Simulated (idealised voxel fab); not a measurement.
This is a process module. Its name is voxel transistor to metal.
Xsec cut, 215 nm wide, square cell size 5 nm.
If you're reading a cross-section in this doc, picture square cells in a grid; it comes to you as bands, top ones listed first down to the bottom, and a band can be one or more rows of cells.
Band: top and bottom heights (nm) first, top before bottom; then materials from left to right, widths in nm. "edge to edge" marks a sole material filling the band edge to edge. "empty" denotes empty space.
Below 0: as-received wafer, all one material; heights counted from there. Lowest band: no bottom, goes on down, written "0 down".
Top row gets the first number, bottom row gets the second, and each row in between changes by the same step: that is how a band width like "30->40" works.
The designation "all unchanged", where it is given for a processing step, indicates that no cell of the cross-section was altered in the course of that step.
The entry "Closed void inventory" lists the empty spaces that cover at least 8 cells and have no open path to the top. Each is written as width x height at distance, where the distance is measured from the left edge and all three values are in nm.
What comes after the settings on a step's line is commentary from the simulator itself on that step.
A step's line can hold "overlay nm"; with a mask on that step, the setting says how far right of the planned place the mask lay, while a negative setting says it lay to the left.

# List of planned process steps
1. RECEIVE,material Si
2. OXIDIZE,depth nm 5
3. CONFORMAL_DEP,material SiN,thk nm 10
4. DIRECTIONAL_DEP,material aC,thk nm 10
5. PATTERN,tone cover,mask id ACTIVE,material resist,width nm 110,thk nm 25,overlay nm 0
6. DIRECTIONAL_ETCH,etch materials aC,depth nm 10
7. STRIP,etch materials resist
8. DIRECTIONAL_ETCH,etch materials SiN,depth nm 10
9. DIRECTIONAL_ETCH,etch materials SiO2,depth nm 5
10. DIRECTIONAL_ETCH,etch materials Si,depth nm 35
11. STRIP,etch materials aC
12. OXIDIZE,depth nm 5
13. FILL_DEP,material SiO2,thk nm 10
14. CMP,height nm 10
15. SELECTIVE_ETCH,etch materials SiO2,depth nm 10
16. STRIP,etch materials SiN
17. SELECTIVE_ETCH,etch materials SiO2,depth nm 5
18. OXIDIZE,depth nm 5
19. DIRECTIONAL_DEP,material polySi,thk nm 25
20. DIRECTIONAL_DEP,material SiCN,thk nm 10
21. MASKED_ETCH,tone cover,mask id GATE,width nm 30,etch materials SiCN,depth nm 20,overlay nm 0
22. MASKED_ETCH,tone cover,mask id GATE,width nm 30,etch materials polySi,depth nm 35,overlay nm 0
23. CONFORMAL_DEP,material SiO2,thk nm 5
24. DIRECTIONAL_ETCH,etch materials SiO2,depth nm 5
25. CONFORMAL_DEP,material SiN,thk nm 5
26. DIRECTIONAL_ETCH,etch materials SiN,depth nm 5
27. DIRECTIONAL_ETCH,etch materials SiO2,depth nm 5
28. DIRECTIONAL_ETCH,etch materials Si,depth nm 15
29. EPI,material SiGe,thk nm 20
30. FILL_DEP,material SiO2,thk nm 5
31. CMP,height nm 20
32. STRIP,etch materials polySi
33. SELECTIVE_ETCH,etch materials SiO2,depth nm 5
34. CONFORMAL_DEP,material HfO2,thk nm 5
35. CONFORMAL_DEP,material TiN,thk nm 5
36. FILL_DEP,material W,thk nm 10
37. CMP,height nm 15
38. DIRECTIONAL_DEP,material SiO2,thk nm 10
39. PATTERN,tone open,mask id CONTACT,material resist,width nm 15,pitch nm 75,thk nm 15,overlay nm 0
40. DIRECTIONAL_ETCH,etch materials SiO2,depth nm 15
41. STRIP,etch materials resist
42. CONFORMAL_DEP,material TiN,thk nm 5
43. FILL_DEP,material W,thk nm 10
44. CMP,height nm 25
45. CONFORMAL_DEP,material SiCN,thk nm 5
46. DIRECTIONAL_DEP,material lowk,thk nm 25
47. MASKED_ETCH,tone open,mask id METAL_1,width nm 15,pitch nm 75,etch materials lowk,depth nm 25,overlay nm 0
48. MASKED_ETCH,tone open,mask id METAL_1,width nm 15,pitch nm 75,etch materials SiCN,depth nm 5,overlay nm 0
49. CONFORMAL_DEP,material TiN,thk nm 5
50. FILL_DEP,material W,thk nm 10
51. CMP,height nm 55
52. CONFORMAL_DEP,material SiCN,thk nm 5

# Incoming wafer in cross-section (state: after step 1)
  0 down  Si edge to edge
  Closed void inventory: none

# Figure: cross-sectional view of the wafer upon completion of the module, processed from the initial state and according to the plan depicted above, with one error introduced during execution
  60 to 55  SiCN edge to edge
  55 to 35  60 lowk, 5 TiN, 5 W, 5 TiN, 60 lowk, 5 TiN, 5 W, 5 TiN, 65 lowk
  35 to 30  60 lowk, 15 TiN, 60 lowk, 15 TiN, 65 lowk
  30 to 25  TiN edge to edge
  25 to 15  60 SiO2, 5 TiN, 5 W, 5 TiN, 60 SiO2, 5 TiN, 5 W, 5 TiN, 65 SiO2
  15 to 10  60 SiO2, 15 TiN, 5 SiO2, 5 SiN, 5 HfO2, 5 TiN, 20 W, 5 TiN, 5 HfO2, 5 SiN, 5 SiO2, 15 TiN, 65 SiO2
  10 to 0  60 SiO2, 20 SiGe, 5 SiN, 5 HfO2, 5 TiN, 20 W, 5 TiN, 5 HfO2, 5 SiN, 20 SiGe, 65 SiO2
  0 to -5  60 SiO2, 20 SiGe, 5 SiN, 5 HfO2, 30 TiN, 5 HfO2, 5 SiN, 20 SiGe, 65 SiO2
  -5 to -10  50 SiO2, 30 SiGe, 5 SiO2, 40 HfO2, 5 SiO2, 30 SiGe, 55 SiO2
  -10 to -25  55 SiO2, 25 SiGe, 50 Si, 25 SiGe, 60 SiO2
  -25 to -45  55 SiO2, 100 Si, 60 SiO2
  -45 down  Si edge to edge
  Closed void inventory: none
Deviation noted in wafer processing: so step 45 ended up running with a different setting than we planned, it ran as CONFORMAL_DEP,material TiN,thk nm 5
